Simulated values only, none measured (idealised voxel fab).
Module name: voxel self aligned vias (process module)
Square cells of 5 nm make up the cross-section cut, whose width is 220 nm.
For the purposes of this document, a cross-section shall be understood as a grid of square cells, specified as bands listed in top-to-bottom order, each band consisting of one or more rows of cells. The band entry comprises the height of the band's top followed by the height of its bottom, expressed in nm, and subsequently the band's materials from left to right, each stated together with its width in nm. Where a single material is marked with the word "edge to edge", that material fills the band from edge to edge. The word "air" represents empty space. Height reference: 0 = level under which incoming wafer is all one material. Lowest band: no bottom, runs on downward, e.g. "top 0, no bottom". Top row gets the first number, bottom row gets the second, and each row in between changes by the same step: that is how a band width like "30 to 40" works. Step marked "everything unchanged"? Then no cell in the cross-section changed in it. Entry "Sealed-off cavities". Content: empty spaces with no open connection to the top, size 8 cells or greater. Each: width x height at distance. Distance: from left edge. Unit: nm. Where a step's line continues beyond its settings, the continuation is a remark by the simulator itself on that step. A step's line can hold "overlay nm"; with a mask on that step, the setting says how far right of the planned place the mask lay, while a negative setting says it lay to the left.

THIS SECTION LISTS THE PROCESS STEPS THAT WERE PLANNED
- 1: RECEIVE, material Si
- 2: CONFORMAL_DEP, material SiO2, thk nm 10
- 3: CONFORMAL_DEP, material SiCN, thk nm 5
- 4: DIRECTIONAL_DEP, material lowk, thk nm 25
- 5: PATTERN, tone open, mask id LINES, material resist, width nm 20, pitch nm 65, thk nm 15, overlay nm 0
- 6: DIRECTIONAL_ETCH, etch materials lowk, depth nm 25
- 7: STRIP, etch materials resist
- 8: CONFORMAL_DEP, material TiN, thk nm 5
- 9: FILL_DEP, material Ru, thk nm 10
- 10: CMP, height nm 40
- 11: SELECTIVE_ETCH, etch materials W Ru TiN, depth nm 10
- 12: FILL_DEP, material SiN, thk nm 10
- 13: CMP, height nm 40
- 14: DIRECTIONAL_DEP, material lowk, thk nm 20
- 15: DIRECTIONAL_DEP, material aC, thk nm 10
- 16: PATTERN, tone open, mask id VIAS, material resist, width nm 40, thk nm 25, overlay nm 0
- 17: DIRECTIONAL_ETCH, etch materials aC, depth nm 10
- 18: STRIP, etch materials resist
- 19: DIRECTIONAL_ETCH, etch materials lowk, depth nm 20
- 20: DIRECTIONAL_ETCH, etch materials SiN, depth nm 10
- 21: STRIP, etch materials aC
- 22: CONFORMAL_DEP, material TiN, thk nm 5
- 23: FILL_DEP, material W, thk nm 5
- 24: CMP, height nm 60
- 25: CONFORMAL_DEP, material SiCN, thk nm 5

FIRST WAFER, TWO IN TOTAL, RUN AS PLANNED

STEP 1 COMPLETE: CROSS-SECTION OF THE WAFER AS RECEIVED
- top 0, no bottom: Si edge to edge
- Sealed-off cavities: none

STATE OF THE WAFER AFTER STEP 2, SHOWN IN CROSS-SECTION
- top 10, bottom 0: SiO2 edge to edge
- Below 0 it's all the same as before, nothing changed down there.

STATE OF THE WAFER AFTER STEP 3, SHOWN IN CROSS-SECTION
- top 15, bottom 10: SiCN edge to edge
- Below 10 it's all the same as before, nothing changed down there.

STATE OF THE WAFER AFTER STEP 4, SHOWN IN CROSS-SECTION
- top 40, bottom 15: lowk edge to edge
- Below 15 it's all the same as before, nothing changed down there.

STATE OF THE WAFER AFTER STEP 5, SHOWN IN CROSS-SECTION
- top 55, bottom 40: resist (65) / air (20) / resist (45) / air (20) / resist (70)
- Below 40 it's all the same as before, nothing changed down there.

STATE OF THE WAFER AFTER STEP 6, SHOWN IN CROSS-SECTION
- top 55, bottom 40: resist (65) / air (20) / resist (45) / air (20) / resist (70)
- top 40, bottom 15: lowk (65) / air (20) / lowk (45) / air (20) / lowk (70)
- Below 15 it's all the same as before, nothing changed down there.

STATE OF THE WAFER AFTER STEP 7, SHOWN IN CROSS-SECTION
- top 40, bottom 15: lowk (65) / air (20) / lowk (45) / air (20) / lowk (70)
- Below 15 it's all the same as before, nothing changed down there.

STATE OF THE WAFER AFTER STEP 8, SHOWN IN CROSS-SECTION
- top 45, bottom 40: TiN (70) / air (10) / TiN (55) / air (10) / TiN (75)
- top 40, bottom 20: lowk (65) / TiN (5) / air (10) / TiN (5) / lowk (45) / TiN (5) / air (10) / TiN (5) / lowk (70)
- top 20, bottom 15: lowk (65) / TiN (20) / lowk (45) / TiN (20) / lowk (70)
- Below 15 it's all the same as before, nothing changed down there.

STATE OF THE WAFER AFTER STEP 9, SHOWN IN CROSS-SECTION
- top 55, bottom 45: Ru edge to edge
- top 45, bottom 40: TiN (70) / Ru (10) / TiN (55) / Ru (10) / TiN (75)
- top 40, bottom 20: lowk (65) / TiN (5) / Ru (10) / TiN (5) / lowk (45) / TiN (5) / Ru (10) / TiN (5) / lowk (70)
- Below 20 it's all the same as before, nothing changed down there.

STATE OF THE WAFER AFTER STEP 10, SHOWN IN CROSS-SECTION
- top 40, bottom 20: lowk (65) / TiN (5) / Ru (10) / TiN (5) / lowk (45) / TiN (5) / Ru (10) / TiN (5) / lowk (70)
- Below 20 it's all the same as before, nothing changed down there.

STATE OF THE WAFER AFTER STEP 11, SHOWN IN CROSS-SECTION
- top 40, bottom 30: lowk (65) / air (20) / lowk (45) / air (20) / lowk (70)
- Below 30 it's all the same as before, nothing changed down there.

STATE OF THE WAFER AFTER STEP 12, SHOWN IN CROSS-SECTION
- top 50, bottom 40: SiN edge to edge
- top 40, bottom 30: lowk (65) / SiN (20) / lowk (45) / SiN (20) / lowk (70)
- Below 30 it's all the same as before, nothing changed down there.

STATE OF THE WAFER AFTER STEP 13, SHOWN IN CROSS-SECTION
- top 40, bottom 30: lowk (65) / SiN (20) / lowk (45) / SiN (20) / lowk (70)
- Below 30 it's all the same as before, nothing changed down there.

STATE OF THE WAFER AFTER STEP 14, SHOWN IN CROSS-SECTION
- top 60, bottom 40: lowk edge to edge
- Below 40 it's all the same as before, nothing changed down there.

STATE OF THE WAFER AFTER STEP 15, SHOWN IN CROSS-SECTION
- top 70, bottom 60: aC edge to edge
- Below 60 it's all the same as before, nothing changed down there.

STATE OF THE WAFER AFTER STEP 16, SHOWN IN CROSS-SECTION
- top 95, bottom 70: resist (55) / air (40) / resist (125)
- Below 70 it's all the same as before, nothing changed down there.

STATE OF THE WAFER AFTER STEP 17, SHOWN IN CROSS-SECTION
- top 85, bottom 70: resist (55) / air (40) / resist (125)
- top 70, bottom 60: aC (55) / air (40) / aC (125)
- Below 60 it's all the same as before, nothing changed down there.

STATE OF THE WAFER AFTER STEP 18, SHOWN IN CROSS-SECTION
- top 70, bottom 60: aC (55) / air (40) / aC (125)
- Below 60 it's all the same as before, nothing changed down there.

STATE OF THE WAFER AFTER STEP 19, SHOWN IN CROSS-SECTION
- top 70, bottom 60: aC (55) / air (40) / aC (125)
- top 60, bottom 40: lowk (55) / air (40) / lowk (125)
- Below 40 it's all the same as before, nothing changed down there.

STATE OF THE WAFER AFTER STEP 20, SHOWN IN CROSS-SECTION
- top 70, bottom 60: aC (55) / air (40) / aC (125)
- top 60, bottom 40: lowk (55) / air (40) / lowk (125)
- top 40, bottom 30: lowk (65) / air (20) / lowk (45) / SiN (20) / lowk (70)
- Below 30 it's all the same as before, nothing changed down there.

STATE OF THE WAFER AFTER STEP 21, SHOWN IN CROSS-SECTION
- top 60, bottom 40: lowk (55) / air (40) / lowk (125)
- Below 40 it's all the same as before, nothing changed down there.

STATE OF THE WAFER AFTER STEP 22, SHOWN IN CROSS-SECTION
- top 65, bottom 60: TiN (60) / air (30) / TiN (130)
- top 60, bottom 45: lowk (55) / TiN (5) / air (30) / TiN (5) / lowk (125)
- top 45, bottom 40: lowk (55) / TiN (15) / air (10) / TiN (15) / lowk (125)
- top 40, bottom 35: lowk (65) / TiN (5) / air (10) / TiN (5) / lowk (45) / SiN (20) / lowk (70)
- top 35, bottom 30: lowk (65) / TiN (20) / lowk (45) / SiN (20) / lowk (70)
- Below 30 it's all the same as before, nothing changed down there.

STATE OF THE WAFER AFTER STEP 23, SHOWN IN CROSS-SECTION
- top 70, bottom 65: W edge to edge
- top 65, bottom 60: TiN (60) / W (30) / TiN (130)
- top 60, bottom 45: lowk (55) / TiN (5) / W (30) / TiN (5) / lowk (125)
- top 45, bottom 40: lowk (55) / TiN (15) / W (10) / TiN (15) / lowk (125)
- top 40, bottom 35: lowk (65) / TiN (5) / W (10) / TiN (5) / lowk (45) / SiN (20) / lowk (70)
- Below 35 it's all the same as before, nothing changed down there.

STATE OF THE WAFER AFTER STEP 24, SHOWN IN CROSS-SECTION
- top 60, bottom 45: lowk (55) / TiN (5) / W (30) / TiN (5) / lowk (125)
- Below 45 it's all the same as before, nothing changed down there.

STATE OF THE WAFER AFTER STEP 25, SHOWN IN CROSS-SECTION
- top 65, bottom 60: SiCN edge to edge
- Below 60 it's all the same as before, nothing changed down there.

THE SECOND WAFER: IDENTICAL TO THE FIRST AT THE OUTSET AND IN ITS PLANNED SEQUENCE, DIFFERING ONLY IN THAT ONE MISTAKE WAS MADE DURING PROCESSING; UP TO AND INCLUDING STEP 4, ITS PATH IS THE FIRST WAFER'S PATH

LOOK AT THE SECOND WAFER IN CROSS-SECTION AT THE TIME STEP 5 OUGHT TO HAVE FINISHED
- top 55, bottom 40: resist (70) / air (20) / resist (45) / air (20) / resist (65)
- Below 40 it's all the same as before, nothing changed down there.

LOOK AT THE SECOND WAFER IN CROSS-SECTION AT THE TIME STEP 6 OUGHT TO HAVE FINISHED
- top 55, bottom 40: resist (70) / air (20) / resist (45) / air (20) / resist (65)
- top 40, bottom 15: lowk (70) / air (20) / lowk (45) / air (20) / lowk (65)
- Below 15 it's all the same as before, nothing changed down there.

LOOK AT THE SECOND WAFER IN CROSS-SECTION AT THE TIME STEP 7 OUGHT TO HAVE FINISHED
- top 40, bottom 15: lowk (70) / air (20) / lowk (45) / air (20) / lowk (65)
- Below 15 it's all the same as before, nothing changed down there.

LOOK AT THE SECOND WAFER IN CROSS-SECTION AT THE TIME STEP 8 OUGHT TO HAVE FINISHED
- top 45, bottom 40: TiN (75) / air (10) / TiN (55) / air (10) / TiN (70)
- top 40, bottom 20: lowk (70) / TiN (5) / air (10) / TiN (5) / lowk (45) / TiN (5) / air (10) / TiN (5) / lowk (65)
- top 20, bottom 15: lowk (70) / TiN (20) / lowk (45) / TiN (20) / lowk (65)
- Below 15 it's all the same as before, nothing changed down there.

LOOK AT THE SECOND WAFER IN CROSS-SECTION AT THE TIME STEP 9 OUGHT TO HAVE FINISHED
- top 55, bottom 45: Ru edge to edge
- top 45, bottom 40: TiN (75) / Ru (10) / TiN (55) / Ru (10) / TiN (70)
- top 40, bottom 20: lowk (70) / TiN (5) / Ru (10) / TiN (5) / lowk (45) / TiN (5) / Ru (10) / TiN (5) / lowk (65)
- Below 20 it's all the same as before, nothing changed down there.

LOOK AT THE SECOND WAFER IN CROSS-SECTION AT THE TIME STEP 10 OUGHT TO HAVE FINISHED
- top 40, bottom 20: lowk (70) / TiN (5) / Ru (10) / TiN (5) / lowk (45) / TiN (5) / Ru (10) / TiN (5) / lowk (65)
- Below 20 it's all the same as before, nothing changed down there.

LOOK AT THE SECOND WAFER IN CROSS-SECTION AT THE TIME STEP 11 OUGHT TO HAVE FINISHED
- top 40, bottom 30: lowk (70) / air (20) / lowk (45) / air (20) / lowk (65)
- Below 30 it's all the same as before, nothing changed down there.

LOOK AT THE SECOND WAFER IN CROSS-SECTION AT THE TIME STEP 12 OUGHT TO HAVE FINISHED
- top 50, bottom 40: SiN edge to edge
- top 40, bottom 30: lowk (70) / SiN (20) / lowk (45) / SiN (20) / lowk (65)
- Below 30 it's all the same as before, nothing changed down there.

LOOK AT THE SECOND WAFER IN CROSS-SECTION AT THE TIME STEP 13 OUGHT TO HAVE FINISHED
- top 40, bottom 30: lowk (70) / SiN (20) / lowk (45) / SiN (20) / lowk (65)
- Below 30 it's all the same as before, nothing changed down there.

LOOK AT THE SECOND WAFER IN CROSS-SECTION AT THE TIME STEP 14 OUGHT TO HAVE FINISHED
- top 60, bottom 40: lowk edge to edge
- Below 40 it's all the same as before, nothing changed down there.

LOOK AT THE SECOND WAFER IN CROSS-SECTION AT THE TIME STEP 15 OUGHT TO HAVE FINISHED
- top 70, bottom 60: aC edge to edge
- Below 60 it's all the same as before, nothing changed down there.

LOOK AT THE SECOND WAFER IN CROSS-SECTION AT THE TIME STEP 16 OUGHT TO HAVE FINISHED
- top 95, bottom 70: resist (55) / air (40) / resist (125)
- Below 70 it's all the same as before, nothing changed down there.

LOOK AT THE SECOND WAFER IN CROSS-SECTION AT THE TIME STEP 17 OUGHT TO HAVE FINISHED
- top 85, bottom 70: resist (55) / air (40) / resist (125)
- top 70, bottom 60: aC (55) / air (40) / aC (125)
- Below 60 it's all the same as before, nothing changed down there.

LOOK AT THE SECOND WAFER IN CROSS-SECTION AT THE TIME STEP 18 OUGHT TO HAVE FINISHED
- top 70, bottom 60: aC (55) / air (40) / aC (125)
- Below 60 it's all the same as before, nothing changed down there.

LOOK AT THE SECOND WAFER IN CROSS-SECTION AT THE TIME STEP 19 OUGHT TO HAVE FINISHED
- top 70, bottom 60: aC (55) / air (40) / aC (125)
- top 60, bottom 40: lowk (55) / air (40) / lowk (125)
- Below 40 it's all the same as before, nothing changed down there.

LOOK AT THE SECOND WAFER IN CROSS-SECTION AT THE TIME STEP 20 OUGHT TO HAVE FINISHED
- top 70, bottom 60: aC (55) / air (40) / aC (125)
- top 60, bottom 40: lowk (55) / air (40) / lowk (125)
- top 40, bottom 30: lowk (70) / air (20) / lowk (45) / SiN (20) / lowk (65)
- Below 30 it's all the same as before, nothing changed down there.

LOOK AT THE SECOND WAFER IN CROSS-SECTION AT THE TIME STEP 21 OUGHT TO HAVE FINISHED
- top 60, bottom 40: lowk (55) / air (40) / lowk (125)
- Below 40 it's all the same as before, nothing changed down there.

LOOK AT THE SECOND WAFER IN CROSS-SECTION AT THE TIME STEP 22 OUGHT TO HAVE FINISHED
- top 65, bottom 60: TiN (60) / air (30) / TiN (130)
- top 60, bottom 45: lowk (55) / TiN (5) / air (30) / TiN (5) / lowk (125)
- top 45, bottom 40: lowk (55) / TiN (20) / air (10) / TiN (10) / lowk (125)
- top 40, bottom 35: lowk (70) / TiN (5) / air (10) / TiN (5) / lowk (45) / SiN (20) / lowk (65)
- top 35, bottom 30: lowk (70) / TiN (20) / lowk (45) / SiN (20) / lowk (65)
- Below 30 it's all the same as before, nothing changed down there.

LOOK AT THE SECOND WAFER IN CROSS-SECTION AT THE TIME STEP 23 OUGHT TO HAVE FINISHED
- top 70, bottom 65: W edge to edge
- top 65, bottom 60: TiN (60) / W (30) / TiN (130)
- top 60, bottom 45: lowk (55) / TiN (5) / W (30) / TiN (5) / lowk (125)
- top 45, bottom 40: lowk (55) / TiN (20) / W (10) / TiN (10) / lowk (125)
- top 40, bottom 35: lowk (70) / TiN (5) / W (10) / TiN (5) / lowk (45) / SiN (20) / lowk (65)
- Below 35 it's all the same as before, nothing changed down there.

LOOK AT THE SECOND WAFER IN CROSS-SECTION AT THE TIME STEP 24 OUGHT TO HAVE FINISHED
- top 60, bottom 45: lowk (55) / TiN (5) / W (30) / TiN (5) / lowk (125)
- Below 45 it's all the same as before, nothing changed down there.

LOOK AT THE SECOND WAFER IN CROSS-SECTION AT THE TIME STEP 25 OUGHT TO HAVE FINISHED
- top 65, bottom 60: SiCN edge to edge
- Below 60 it's all the same as before, nothing changed down there.
What went wrong in running the wafer? it should be noted that step 5 was executed with settings other than those planned, the operation and settings actually applied being PATTERN, tone open, mask id LINES, material resist, width nm 20, pitch nm 65, thk nm 15, overlay nm 5
Both wafers, final: cells per material equal; arrangement not.
